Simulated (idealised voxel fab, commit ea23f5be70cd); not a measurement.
Name of the process module below: voxel gate over fins
The cross-section on display is named cut; it measures 235 nm wide, and its cells are 5 nm squares.
For the purposes of this document, a cross-section shall be understood as a grid of square cells, specified as bands listed in top-to-bottom order, each band consisting of one or more rows of cells.
A band entry consists of two parts. The first gives the height of the band's top and the height of its bottom, in nm. The rest lists the band's materials from left to right, each with its width in nm. A single material labelled with the word "everywhere" fills the band from edge to edge, and the word "blank" marks empty space.
Zero point of the height axis is 0; under it, received wafer = one material. Lowest band: continues down indefinitely, "0 and below".
Quick explanation for "30->40": the width changes in equal steps down the rows of cells, from the first number in the band's top row to the second number in its bottom row.
Given "remains unaltered" for a step, no cell of the cross-section differs between before and after that step.
Look at "Closed internal cavities" for the closed voids: empty spaces with no open path to the top, sized 8 cells or up. Each is width x height at distance, distance from the left edge, all nm.
Anything after a step's settings on that line? It's the simulator's own note about the step.
Each step line may optionally specify "overlay nm", which for a step with a mask gives the rightward distance between the mask's planned place and where it lay, a negative value indicating the leftward direction.
-- Listed below are the process steps as planned
1) RECEIVE [material Si]
2) CONFORMAL_DEP [material SiN] [thk nm 5]
3) MASKED_ETCH [tone cover] [mask id FINS] [width nm 15] [pitch nm 55] [etch materials SiN] [depth nm 5] [overlay nm 0]
4) MASKED_ETCH [tone cover] [mask id FINS] [width nm 15] [pitch nm 55] [etch materials Si] [depth nm 40] [overlay nm 0]
5) OXIDIZE [depth nm 5]
6) FILL_DEP [material SiO2] [thk nm 10]
7) CMP [height nm 5]
8) PATTERN [tone open] [mask id RAIL] [material resist] [width nm 15] [thk nm 20] [overlay nm 0]
9) DIRECTIONAL_ETCH [etch materials SiO2] [depth nm 40]
10) STRIP [etch materials resist]
11) CONFORMAL_DEP [material TiN] [thk nm 5]
12) FILL_DEP [material Ru] [thk nm 5]
13) CMP [height nm 5]
14) SELECTIVE_ETCH [etch materials W Ru TiN] [depth nm 25]
15) FILL_DEP [material SiO2] [thk nm 5]
16) CMP [height nm 5]
17) SELECTIVE_ETCH [etch materials SiO2] [depth nm 15]
18) STRIP [etch materials SiN]
19) CONFORMAL_DEP [material HfO2] [thk nm 5]
20) CONFORMAL_DEP [material TiN] [thk nm 5]
21) CONFORMAL_DEP [material TiAl] [thk nm 5]
22) CONFORMAL_DEP [material TiN] [thk nm 5]
23) FILL_DEP [material W] [thk nm 15]
24) CMP [height nm 30]
25) CONFORMAL_DEP [material SiN] [thk nm 5]
-- Step 1 complete: cross-section of the wafer as received
- 0 and below  Si everywhere
- Closed internal cavities: none
-- first wafer at the end, as planned
- 35 down to 30  SiN everywhere
- 30 down to 20  W everywhere
- 20 down to 15  W: 65 / TiN: 45 / W: 10 / TiN: 45 / W: 70
- 15 down to 10  W: 65 / TiN: 5 / TiAl: 35 / TiN: 5 / W: 10 / TiN: 5 / TiAl: 35 / TiN: 5 / W: 70
- 10 down to 5  TiN: 70 / TiAl: 5 / TiN: 25 / TiAl: 5 / TiN: 20 / TiAl: 5 / TiN: 25 / TiAl: 5 / TiN: 75
- 5 down to 0  TiAl: 75 / TiN: 5 / HfO2: 15 / TiN: 5 / TiAl: 30 / TiN: 5 / HfO2: 15 / TiN: 5 / TiAl: 80
- 0 down to -5  TiN: 80 / HfO2: 5 / Si: 5 / HfO2: 5 / TiN: 40 / HfO2: 5 / Si: 5 / HfO2: 5 / TiN: 85
- -5 down to -10  HfO2: 85 / Si: 5 / HfO2: 50 / Si: 5 / HfO2: 90
- -10 down to -20  SiO2: 85 / Si: 5 / SiO2: 50 / Si: 5 / SiO2: 90
- -20 down to -30  SiO2: 85 / Si: 5 / SiO2: 15 / TiN: 5 / Ru: 5 / TiN: 5 / SiO2: 20 / Si: 5 / SiO2: 90
- -30 down to -35  SiO2: 85 / Si: 5 / SiO2: 15 / TiN: 15 / SiO2: 20 / Si: 5 / SiO2: 90
- -35 down to -45  SiO2: 85 / Si: 5 / SiO2: 50 / Si: 5 / SiO2: 90
- -45 and below  Si everywhere
- Closed internal cavities: none
-- The second wafer, shown in cross-section after the module: started the same way as the first and given the same plan, yet one mistake crept into how it was run
- 35 down to 30  SiN everywhere
- 30 down to 20  W everywhere
- 20 down to 15  TiN everywhere
- 15 down to 10  TiAl everywhere
- 10 down to 5  TiN: 85 / TiAl: 5 / TiN: 50 / TiAl: 5 / TiN: 90
- 5 down to 0  HfO2: 80 / TiN: 15 / HfO2: 40 / TiN: 15 / HfO2: 85
- 0 down to -5  Si: 75 / HfO2: 25 / Si: 30 / HfO2: 25 / Si: 80
- -5 and below  Si everywhere
- Closed internal cavities: none
Here's what went sideways: the process deviated at step 3: the operation and settings actually run there were MASKED_ETCH [tone open] [mask id FINS] [width nm 15] [pitch nm 55] [etch materials SiN] [depth nm 5] [overlay nm 0]
Cell-count delta at end, second wafer over first, by material: HfO2 -4, Ru -2, Si +395, SiO2 -306, TiAl -6, TiN -19, W -58
